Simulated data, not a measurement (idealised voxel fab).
voxel self aligned vias: a process module
Cross-section cut: width 265 nm, square cells of 5 nm.
A cross-section in this document is a grid of square cells, and it is written down as bands, the top band listed before the ones below it; a band is made up of one or more rows of cells. The entry gives the band's vertical extent as a top height and a bottom height in nm, then its horizontal make-up as materials from left to right, each with a width in nm. "blank" stands for empty space; a single material marked "edge to edge" fills the band edge to edge. For the purposes of this specification, 0 denotes the height below which the wafer in its as-received condition is composed wholly of one material, and the lowermost band, lacking a lower limit, extends downward without end, as expressed in "top 0, no bottom". You'd read "30->40" like this: the band's top row of cells is as wide as the first number, its bottom row is as wide as the second, and going down, every row changes width by the same amount as the row before did. No cell of the cross-section changed in a step that is given as "nothing altered". In "Voids, fully enclosed" the enclosed voids are listed, meaning empty spaces of 8 cells or larger without any opening to the top. The form is width x height at distance, distance from the left edge, units nm. Formally, on a step line, whatever follows the settings is a remark that the simulator itself makes on the step. The optional step-line setting "overlay nm" applies to steps with a mask and quantifies how far to the right of its planned location the mask lay, a negative value indicating leftward placement.
PROCESS STEPS FORESEEN IN THE PLAN
1: RECEIVE,material Si
2: CONFORMAL_DEP,material SiO2,thk nm 15
3: CONFORMAL_DEP,material SiCN,thk nm 5
4: DIRECTIONAL_DEP,material lowk,thk nm 25
5: DIRECTIONAL_DEP,material aC,thk nm 15
6: PATTERN,tone open,mask id LINES,material resist,width nm 20,pitch nm 60,thk nm 35,overlay nm 0
7: DIRECTIONAL_ETCH,etch materials aC,depth nm 15
8: STRIP,etch materials resist
9: DIRECTIONAL_ETCH,etch materials lowk,depth nm 25
10: STRIP,etch materials aC
11: CONFORMAL_DEP,material TiN,thk nm 5
12: FILL_DEP,material W,thk nm 5
13: CMP,height nm 45
14: SELECTIVE_ETCH,etch materials W Ru TiN,depth nm 10
15: FILL_DEP,material SiN,thk nm 10
16: CMP,height nm 45
17: DIRECTIONAL_DEP,material lowk,thk nm 15
18: DIRECTIONAL_DEP,material aC,thk nm 15
19: PATTERN,tone open,mask id VIAS,material resist,width nm 30,pitch nm 60,thk nm 35,overlay nm 0
20: DIRECTIONAL_ETCH,etch materials aC,depth nm 15
21: STRIP,etch materials resist
22: DIRECTIONAL_ETCH,etch materials lowk,depth nm 15
23: DIRECTIONAL_ETCH,etch materials SiN,depth nm 10
24: STRIP,etch materials aC
25: CONFORMAL_DEP,material TiN,thk nm 5
26: FILL_DEP,material W,thk nm 10
27: CMP,height nm 60
28: CONFORMAL_DEP,material SiN,thk nm 5
FIRST OF TWO WAFERS - AS PLANNED
RECEIVED-STATE CROSS-SECTION, REFLECTING COMPLETION OF STEP 1
* top 0, no bottom = Si edge to edge
* Voids, fully enclosed: none
HOW THE WAFER STANDS IN SECTION AFTER STEP 2
* top 15, bottom 0 = SiO2 edge to edge
* Everything under 0 stays put, no change at all.
HOW THE WAFER STANDS IN SECTION AFTER STEP 3
* top 20, bottom 15 = SiCN edge to edge
* Everything under 15 stays put, no change at all.
HOW THE WAFER STANDS IN SECTION AFTER STEP 4
* top 45, bottom 20 = lowk edge to edge
* Everything under 20 stays put, no change at all.
HOW THE WAFER STANDS IN SECTION AFTER STEP 5
* top 60, bottom 45 = aC edge to edge
* Everything under 45 stays put, no change at all.
HOW THE WAFER STANDS IN SECTION AFTER STEP 6
* top 95, bottom 60 = 60 resist / 20 blank / 40 resist / 20 blank / 40 resist / 20 blank / 65 resist
* Everything under 60 stays put, no change at all.
HOW THE WAFER STANDS IN SECTION AFTER STEP 7
* top 80, bottom 60 = 60 resist / 20 blank / 40 resist / 20 blank / 40 resist / 20 blank / 65 resist
* top 60, bottom 45 = 60 aC / 20 blank / 40 aC / 20 blank / 40 aC / 20 blank / 65 aC
* Everything under 45 stays put, no change at all.
HOW THE WAFER STANDS IN SECTION AFTER STEP 8
* top 60, bottom 45 = 60 aC / 20 blank / 40 aC / 20 blank / 40 aC / 20 blank / 65 aC
* Everything under 45 stays put, no change at all.
HOW THE WAFER STANDS IN SECTION AFTER STEP 9
* top 60, bottom 45 = 60 aC / 20 blank / 40 aC / 20 blank / 40 aC / 20 blank / 65 aC
* top 45, bottom 20 = 60 lowk / 20 blank / 40 lowk / 20 blank / 40 lowk / 20 blank / 65 lowk
* Everything under 20 stays put, no change at all.
HOW THE WAFER STANDS IN SECTION AFTER STEP 10
* top 45, bottom 20 = 60 lowk / 20 blank / 40 lowk / 20 blank / 40 lowk / 20 blank / 65 lowk
* Everything under 20 stays put, no change at all.
HOW THE WAFER STANDS IN SECTION AFTER STEP 11
* top 50, bottom 45 = 65 TiN / 10 blank / 50 TiN / 10 blank / 50 TiN / 10 blank / 70 TiN
* top 45, bottom 25 = 60 lowk / 5 TiN / 10 blank / 5 TiN / 40 lowk / 5 TiN / 10 blank / 5 TiN / 40 lowk / 5 TiN / 10 blank / 5 TiN / 65 lowk
* top 25, bottom 20 = 60 lowk / 20 TiN / 40 lowk / 20 TiN / 40 lowk / 20 TiN / 65 lowk
* Everything under 20 stays put, no change at all.
HOW THE WAFER STANDS IN SECTION AFTER STEP 12
* top 55, bottom 50 = W edge to edge
* top 50, bottom 45 = 65 TiN / 10 W / 50 TiN / 10 W / 50 TiN / 10 W / 70 TiN
* top 45, bottom 25 = 60 lowk / 5 TiN / 10 W / 5 TiN / 40 lowk / 5 TiN / 10 W / 5 TiN / 40 lowk / 5 TiN / 10 W / 5 TiN / 65 lowk
* Everything under 25 stays put, no change at all.
HOW THE WAFER STANDS IN SECTION AFTER STEP 13
* top 45, bottom 25 = 60 lowk / 5 TiN / 10 W / 5 TiN / 40 lowk / 5 TiN / 10 W / 5 TiN / 40 lowk / 5 TiN / 10 W / 5 TiN / 65 lowk
* Everything under 25 stays put, no change at all.
HOW THE WAFER STANDS IN SECTION AFTER STEP 14
* top 45, bottom 35 = 60 lowk / 20 blank / 40 lowk / 20 blank / 40 lowk / 20 blank / 65 lowk
* Everything under 35 stays put, no change at all.
HOW THE WAFER STANDS IN SECTION AFTER STEP 15
* top 55, bottom 45 = SiN edge to edge
* top 45, bottom 35 = 60 lowk / 20 SiN / 40 lowk / 20 SiN / 40 lowk / 20 SiN / 65 lowk
* Everything under 35 stays put, no change at all.
HOW THE WAFER STANDS IN SECTION AFTER STEP 16
* top 45, bottom 35 = 60 lowk / 20 SiN / 40 lowk / 20 SiN / 40 lowk / 20 SiN / 65 lowk
* Everything under 35 stays put, no change at all.
HOW THE WAFER STANDS IN SECTION AFTER STEP 17
* top 60, bottom 45 = lowk edge to edge
* Everything under 45 stays put, no change at all.
HOW THE WAFER STANDS IN SECTION AFTER STEP 18
* top 75, bottom 60 = aC edge to edge
* Everything under 60 stays put, no change at all.
HOW THE WAFER STANDS IN SECTION AFTER STEP 19
* top 110, bottom 75 = 55 resist / 30 blank / 30 resist / 30 blank / 30 resist / 30 blank / 60 resist
* Everything under 75 stays put, no change at all.
HOW THE WAFER STANDS IN SECTION AFTER STEP 20
* top 95, bottom 75 = 55 resist / 30 blank / 30 resist / 30 blank / 30 resist / 30 blank / 60 resist
* top 75, bottom 60 = 55 aC / 30 blank / 30 aC / 30 blank / 30 aC / 30 blank / 60 aC
* Everything under 60 stays put, no change at all.
HOW THE WAFER STANDS IN SECTION AFTER STEP 21
* top 75, bottom 60 = 55 aC / 30 blank / 30 aC / 30 blank / 30 aC / 30 blank / 60 aC
* Everything under 60 stays put, no change at all.
HOW THE WAFER STANDS IN SECTION AFTER STEP 22
* top 75, bottom 60 = 55 aC / 30 blank / 30 aC / 30 blank / 30 aC / 30 blank / 60 aC
* top 60, bottom 45 = 55 lowk / 30 blank / 30 lowk / 30 blank / 30 lowk / 30 blank / 60 lowk
* Everything under 45 stays put, no change at all.
HOW THE WAFER STANDS IN SECTION AFTER STEP 23
* top 75, bottom 60 = 55 aC / 30 blank / 30 aC / 30 blank / 30 aC / 30 blank / 60 aC
* top 60, bottom 45 = 55 lowk / 30 blank / 30 lowk / 30 blank / 30 lowk / 30 blank / 60 lowk
* top 45, bottom 35 = 60 lowk / 20 blank / 40 lowk / 20 blank / 40 lowk / 20 blank / 65 lowk
* Everything under 35 stays put, no change at all.
HOW THE WAFER STANDS IN SECTION AFTER STEP 24
* top 60, bottom 45 = 55 lowk / 30 blank / 30 lowk / 30 blank / 30 lowk / 30 blank / 60 lowk
* Everything under 45 stays put, no change at all.
HOW THE WAFER STANDS IN SECTION AFTER STEP 25
* top 65, bottom 60 = 60 TiN / 20 blank / 40 TiN / 20 blank / 40 TiN / 20 blank / 65 TiN
* top 60, bottom 50 = 55 lowk / 5 TiN / 20 blank / 5 TiN / 30 lowk / 5 TiN / 20 blank / 5 TiN / 30 lowk / 5 TiN / 20 blank / 5 TiN / 60 lowk
* top 50, bottom 40 = 55->60 lowk / 10->5 TiN / 10 blank / 10->5 TiN / 30->40 lowk / 10->5 TiN / 10 blank / 10->5 TiN / 30->40 lowk / 10->5 TiN / 10 blank / 10->5 TiN / 60->65 lowk
* top 40, bottom 35 = 60 lowk / 20 TiN / 40 lowk / 20 TiN / 40 lowk / 20 TiN / 65 lowk
* Everything under 35 stays put, no change at all.
HOW THE WAFER STANDS IN SECTION AFTER STEP 26
* top 75, bottom 65 = W edge to edge
* top 65, bottom 60 = 60 TiN / 20 W / 40 TiN / 20 W / 40 TiN / 20 W / 65 TiN
* top 60, bottom 50 = 55 lowk / 5 TiN / 20 W / 5 TiN / 30 lowk / 5 TiN / 20 W / 5 TiN / 30 lowk / 5 TiN / 20 W / 5 TiN / 60 lowk
* top 50, bottom 40 = 55->60 lowk / 10->5 TiN / 10 W / 10->5 TiN / 30->40 lowk / 10->5 TiN / 10 W / 10->5 TiN / 30->40 lowk / 10->5 TiN / 10 W / 10->5 TiN / 60->65 lowk
* Everything under 40 stays put, no change at all.
HOW THE WAFER STANDS IN SECTION AFTER STEP 27
* top 60, bottom 50 = 55 lowk / 5 TiN / 20 W / 5 TiN / 30 lowk / 5 TiN / 20 W / 5 TiN / 30 lowk / 5 TiN / 20 W / 5 TiN / 60 lowk
* Everything under 50 stays put, no change at all.
HOW THE WAFER STANDS IN SECTION AFTER STEP 28
* top 65, bottom 60 = SiN edge to edge
* Everything under 60 stays put, no change at all.
NOTES, SECOND WAFER: START = FIRST WAFER'S, PLAN = FIRST WAFER'S, EXECUTION HAD ONE MISTAKE; HISTORY IDENTICAL TO FIRST THROUGH STEP 2
Here is the second wafer in cross-section at the point where step 3 of the plan should have been done: nothing altered
HERE IS THE SECOND WAFER IN CROSS-SECTION AT THE POINT WHERE STEP 4 OF THE PLAN SHOULD HAVE BEEN DONE
* top 40, bottom 15 = lowk edge to edge
* Everything under 15 stays put, no change at all.
HERE IS THE SECOND WAFER IN CROSS-SECTION AT THE POINT WHERE STEP 5 OF THE PLAN SHOULD HAVE BEEN DONE
* top 55, bottom 40 = aC edge to edge
* Everything under 40 stays put, no change at all.
HERE IS THE SECOND WAFER IN CROSS-SECTION AT THE POINT WHERE STEP 6 OF THE PLAN SHOULD HAVE BEEN DONE
* top 90, bottom 55 = 60 resist / 20 blank / 40 resist / 20 blank / 40 resist / 20 blank / 65 resist
* Everything under 55 stays put, no change at all.
HERE IS THE SECOND WAFER IN CROSS-SECTION AT THE POINT WHERE STEP 7 OF THE PLAN SHOULD HAVE BEEN DONE
* top 75, bottom 55 = 60 resist / 20 blank / 40 resist / 20 blank / 40 resist / 20 blank / 65 resist
* top 55, bottom 40 = 60 aC / 20 blank / 40 aC / 20 blank / 40 aC / 20 blank / 65 aC
* Everything under 40 stays put, no change at all.
HERE IS THE SECOND WAFER IN CROSS-SECTION AT THE POINT WHERE STEP 8 OF THE PLAN SHOULD HAVE BEEN DONE
* top 55, bottom 40 = 60 aC / 20 blank / 40 aC / 20 blank / 40 aC / 20 blank / 65 aC
* Everything under 40 stays put, no change at all.
HERE IS THE SECOND WAFER IN CROSS-SECTION AT THE POINT WHERE STEP 9 OF THE PLAN SHOULD HAVE BEEN DONE
* top 55, bottom 40 = 60 aC / 20 blank / 40 aC / 20 blank / 40 aC / 20 blank / 65 aC
* top 40, bottom 15 = 60 lowk / 20 blank / 40 lowk / 20 blank / 40 lowk / 20 blank / 65 lowk
* Everything under 15 stays put, no change at all.
HERE IS THE SECOND WAFER IN CROSS-SECTION AT THE POINT WHERE STEP 10 OF THE PLAN SHOULD HAVE BEEN DONE
* top 40, bottom 15 = 60 lowk / 20 blank / 40 lowk / 20 blank / 40 lowk / 20 blank / 65 lowk
* Everything under 15 stays put, no change at all.
HERE IS THE SECOND WAFER IN CROSS-SECTION AT THE POINT WHERE STEP 11 OF THE PLAN SHOULD HAVE BEEN DONE
* top 45, bottom 40 = 65 TiN / 10 blank / 50 TiN / 10 blank / 50 TiN / 10 blank / 70 TiN
* top 40, bottom 20 = 60 lowk / 5 TiN / 10 blank / 5 TiN / 40 lowk / 5 TiN / 10 blank / 5 TiN / 40 lowk / 5 TiN / 10 blank / 5 TiN / 65 lowk
* top 20, bottom 15 = 60 lowk / 20 TiN / 40 lowk / 20 TiN / 40 lowk / 20 TiN / 65 lowk
* Everything under 15 stays put, no change at all.
HERE IS THE SECOND WAFER IN CROSS-SECTION AT THE POINT WHERE STEP 12 OF THE PLAN SHOULD HAVE BEEN DONE
* top 50, bottom 45 = W edge to edge
* top 45, bottom 40 = 65 TiN / 10 W / 50 TiN / 10 W / 50 TiN / 10 W / 70 TiN
* top 40, bottom 20 = 60 lowk / 5 TiN / 10 W / 5 TiN / 40 lowk / 5 TiN / 10 W / 5 TiN / 40 lowk / 5 TiN / 10 W / 5 TiN / 65 lowk
* Everything under 20 stays put, no change at all.
HERE IS THE SECOND WAFER IN CROSS-SECTION AT THE POINT WHERE STEP 13 OF THE PLAN SHOULD HAVE BEEN DONE
* top 45, bottom 40 = 65 TiN / 10 W / 50 TiN / 10 W / 50 TiN / 10 W / 70 TiN
* Everything under 40 stays put, no change at all.
HERE IS THE SECOND WAFER IN CROSS-SECTION AT THE POINT WHERE STEP 14 OF THE PLAN SHOULD HAVE BEEN DONE
* top 40, bottom 35 = 60 lowk / 20 blank / 40 lowk / 20 blank / 40 lowk / 20 blank / 65 lowk
* Everything under 35 stays put, no change at all.
HERE IS THE SECOND WAFER IN CROSS-SECTION AT THE POINT WHERE STEP 15 OF THE PLAN SHOULD HAVE BEEN DONE
* top 50, bottom 40 = SiN edge to edge
* top 40, bottom 35 = 60 lowk / 20 SiN / 40 lowk / 20 SiN / 40 lowk / 20 SiN / 65 lowk
* Everything under 35 stays put, no change at all.
HERE IS THE SECOND WAFER IN CROSS-SECTION AT THE POINT WHERE STEP 16 OF THE PLAN SHOULD HAVE BEEN DONE
* top 45, bottom 40 = SiN edge to edge
* Everything under 40 stays put, no change at all.
HERE IS THE SECOND WAFER IN CROSS-SECTION AT THE POINT WHERE STEP 17 OF THE PLAN SHOULD HAVE BEEN DONE
* top 60, bottom 45 = lowk edge to edge
* Everything under 45 stays put, no change at all.
HERE IS THE SECOND WAFER IN CROSS-SECTION AT THE POINT WHERE STEP 18 OF THE PLAN SHOULD HAVE BEEN DONE
* top 75, bottom 60 = aC edge to edge
* Everything under 60 stays put, no change at all.
HERE IS THE SECOND WAFER IN CROSS-SECTION AT THE POINT WHERE STEP 19 OF THE PLAN SHOULD HAVE BEEN DONE
* top 110, bottom 75 = 55 resist / 30 blank / 30 resist / 30 blank / 30 resist / 30 blank / 60 resist
* Everything under 75 stays put, no change at all.
HERE IS THE SECOND WAFER IN CROSS-SECTION AT THE POINT WHERE STEP 20 OF THE PLAN SHOULD HAVE BEEN DONE
* top 95, bottom 75 = 55 resist / 30 blank / 30 resist / 30 blank / 30 resist / 30 blank / 60 resist
* top 75, bottom 60 = 55 aC / 30 blank / 30 aC / 30 blank / 30 aC / 30 blank / 60 aC
* Everything under 60 stays put, no change at all.
HERE IS THE SECOND WAFER IN CROSS-SECTION AT THE POINT WHERE STEP 21 OF THE PLAN SHOULD HAVE BEEN DONE
* top 75, bottom 60 = 55 aC / 30 blank / 30 aC / 30 blank / 30 aC / 30 blank / 60 aC
* Everything under 60 stays put, no change at all.
HERE IS THE SECOND WAFER IN CROSS-SECTION AT THE POINT WHERE STEP 22 OF THE PLAN SHOULD HAVE BEEN DONE
* top 75, bottom 60 = 55 aC / 30 blank / 30 aC / 30 blank / 30 aC / 30 blank / 60 aC
* top 60, bottom 45 = 55 lowk / 30 blank / 30 lowk / 30 blank / 30 lowk / 30 blank / 60 lowk
* Everything under 45 stays put, no change at all.
HERE IS THE SECOND WAFER IN CROSS-SECTION AT THE POINT WHERE STEP 23 OF THE PLAN SHOULD HAVE BEEN DONE
* top 75, bottom 60 = 55 aC / 30 blank / 30 aC / 30 blank / 30 aC / 30 blank / 60 aC
* top 60, bottom 45 = 55 lowk / 30 blank / 30 lowk / 30 blank / 30 lowk / 30 blank / 60 lowk
* top 45, bottom 40 = 55 SiN / 30 blank / 30 SiN / 30 blank / 30 SiN / 30 blank / 60 SiN
* top 40, bottom 35 = 60 lowk / 20 blank / 40 lowk / 20 blank / 40 lowk / 20 blank / 65 lowk
* Everything under 35 stays put, no change at all.
HERE IS THE SECOND WAFER IN CROSS-SECTION AT THE POINT WHERE STEP 24 OF THE PLAN SHOULD HAVE BEEN DONE
* top 60, bottom 45 = 55 lowk / 30 blank / 30 lowk / 30 blank / 30 lowk / 30 blank / 60 lowk
* Everything under 45 stays put, no change at all.
HERE IS THE SECOND WAFER IN CROSS-SECTION AT THE POINT WHERE STEP 25 OF THE PLAN SHOULD HAVE BEEN DONE
* top 65, bottom 60 = 60 TiN / 20 blank / 40 TiN / 20 blank / 40 TiN / 20 blank / 65 TiN
* top 60, bottom 45 = 55 lowk / 5 TiN / 20 blank / 5 TiN / 30 lowk / 5 TiN / 20 blank / 5 TiN / 30 lowk / 5 TiN / 20 blank / 5 TiN / 60 lowk
* top 45, bottom 40 = 55 SiN / 10 TiN / 10 blank / 10 TiN / 30 SiN / 10 TiN / 10 blank / 10 TiN / 30 SiN / 10 TiN / 10 blank / 10 TiN / 60 SiN
* top 40, bottom 35 = 60 lowk / 20 TiN / 40 lowk / 20 TiN / 40 lowk / 20 TiN / 65 lowk
* Everything under 35 stays put, no change at all.
HERE IS THE SECOND WAFER IN CROSS-SECTION AT THE POINT WHERE STEP 26 OF THE PLAN SHOULD HAVE BEEN DONE
* top 75, bottom 65 = W edge to edge
* top 65, bottom 60 = 60 TiN / 20 W / 40 TiN / 20 W / 40 TiN / 20 W / 65 TiN
* top 60, bottom 45 = 55 lowk / 5 TiN / 20 W / 5 TiN / 30 lowk / 5 TiN / 20 W / 5 TiN / 30 lowk / 5 TiN / 20 W / 5 TiN / 60 lowk
* top 45, bottom 40 = 55 SiN / 10 TiN / 10 W / 10 TiN / 30 SiN / 10 TiN / 10 W / 10 TiN / 30 SiN / 10 TiN / 10 W / 10 TiN / 60 SiN
* Everything under 40 stays put, no change at all.
HERE IS THE SECOND WAFER IN CROSS-SECTION AT THE POINT WHERE STEP 27 OF THE PLAN SHOULD HAVE BEEN DONE
* top 60, bottom 45 = 55 lowk / 5 TiN / 20 W / 5 TiN / 30 lowk / 5 TiN / 20 W / 5 TiN / 30 lowk / 5 TiN / 20 W / 5 TiN / 60 lowk
* Everything under 45 stays put, no change at all.
HERE IS THE SECOND WAFER IN CROSS-SECTION AT THE POINT WHERE STEP 28 OF THE PLAN SHOULD HAVE BEEN DONE
* top 65, bottom 60 = SiN edge to edge
* Everything under 60 stays put, no change at all.
The mistake made against the process plan was this: step 3 was left out
Final tally in cells, some materials are higher or lower on the second wafer than on the first: -53 SiCN | +35 SiN | +6 TiN | +12 W
